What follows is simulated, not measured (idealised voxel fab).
process module | voxel lift off
cross-section cut | 210 nm wide | cells 5 nm
A cross-section is a grid of square cells, given in bands from the top down. A band is one or more rows of cells.
Each band's line starts with the height of the band's top and of its bottom, in nm. Then come its materials from left to right, each with its width in nm. One material with "throughout" fills the band from edge to edge. "air" is empty space.
Height 0 is the level under which the wafer as received is all one material. The lowest band goes on downwards, as in "0 down".
A width such as "30 to 40" changes by the same amount from each row of cells to the next, from the band's top row to its bottom row.
"no change" after a step means that no cell of the cross-section changed.
closed voids: empty space of 8 cells or more with no open way to the top, each as width x height at its distance from the left edge, in nm
after a step's settings: what the simulator itself notes on the step
overlay nm, on a step with a mask: how far to the right of its planned place the mask lay; to the left if negative
plan
1 op RECEIVE | material Si
2 op CONFORMAL_DEP | material Al2O3 | thk nm 15
3 op PATTERN | tone open | mask id LINES | material resist | width nm 30 | pitch nm 50 | thk nm 30 | overlay nm 0
4 op DIRECTIONAL_DEP | material Ru | thk nm 15
5 op STRIP | etch materials resist
6 op CONFORMAL_DEP | material SiO2 | thk nm 10
as received, after step 1
  0 down: Si throughout
  closed voids: none
first wafer at the end, as planned
  40 to 30: air 30 | SiO2 150 | air 30
  30 to 25: air 30 | SiO2 10 | Ru 30 | SiO2 20 | Ru 30 | SiO2 20 | Ru 30 | SiO2 10 | air 30
  25 to 15: SiO2 40 | Ru 30 | SiO2 20 | Ru 30 | SiO2 20 | Ru 30 | SiO2 40
  15 to 0: Al2O3 throughout
  0 down: Si throughout
  closed voids: none
second wafer at the end: like start, like plan, one mistake
  55 to 45: air 30 | SiO2 150 | air 30
  45 to 40: air 30 | SiO2 10 | Ru 30 | SiO2 20 | Ru 30 | SiO2 20 | Ru 30 | SiO2 10 | air 30
  40 to 30: SiO2 40 | Ru 30 | SiO2 20 | Ru 30 | SiO2 20 | Ru 30 | SiO2 40
  30 to 0: Al2O3 throughout
  0 down: Si throughout
  closed voids: none
what went wrong: step 2 was run twice
at the end the second wafer has, in cells: 126 more of Al2O3
